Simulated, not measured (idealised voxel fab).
process module | voxel lift off
cross-section cut | 140 nm wide | cells 5 nm
A cross-section is a grid of square cells, given in bands from the top down. A band is one or more rows of cells.
Each band's line starts with the height of the band's top and of its bottom, in nm. Then come its materials from left to right, each with its width in nm. One material with "throughout" fills the band from edge to edge. "air" is empty space.
Height 0 is the level under which the wafer as received is all one material. The lowest band goes on downwards, as in "0 down".
A width such as "30 to 40" changes by the same amount from each row of cells to the next, from the band's top row to its bottom row.
"no change" after a step means that no cell of the cross-section changed.
closed voids: empty space of 8 cells or more with no open way to the top, each as width x height at its distance from the left edge, in nm
after a step's settings: what the simulator itself notes on the step
overlay nm, on a step with a mask: how far to the right of its planned place the mask lay; to the left if negative
plan
1 op RECEIVE | material Si
2 op CONFORMAL_DEP | material Al2O3 | thk nm 10
3 op PATTERN | tone open | mask id LINES | material resist | width nm 25 | pitch nm 40 | thk nm 20 | overlay nm 0
4 op DIRECTIONAL_DEP | material Ru | thk nm 10
5 op STRIP | etch materials resist
6 op CONFORMAL_DEP | material SiO2 | thk nm 10
as received, after step 1
  0 down: Si throughout
  closed voids: none
first wafer at the end, as planned
  30 to 20: air 5 | SiO2 125 | air 10
  20 to 10: SiO2 15 | Ru 25 | SiO2 15 | Ru 25 | SiO2 15 | Ru 25 | SiO2 20
  10 to 0: Al2O3 throughout
  0 down: Si throughout
  closed voids: none
second wafer at the end: like start, like plan, one mistake
  25 to 20: air 10 | SiO2 35 | air 5 | SiO2 35 | air 5 | SiO2 35 | air 15
  20 to 15: air 10 | SiO2 5 | Ru 25 | SiO2 5 | air 5 | SiO2 5 | Ru 25 | SiO2 5 | air 5 | SiO2 5 | Ru 25 | SiO2 5 | air 15
  15 to 10: SiO2 15 | Ru 25 | SiO2 15 | Ru 25 | SiO2 15 | Ru 25 | SiO2 20
  10 to 0: Al2O3 throughout
  0 down: Si throughout
  closed voids: none
what went wrong: step 6 ran as: op CONFORMAL_DEP | material SiO2 | thk nm 5
at the end the second wafer has, in cells: 36 fewer of SiO2
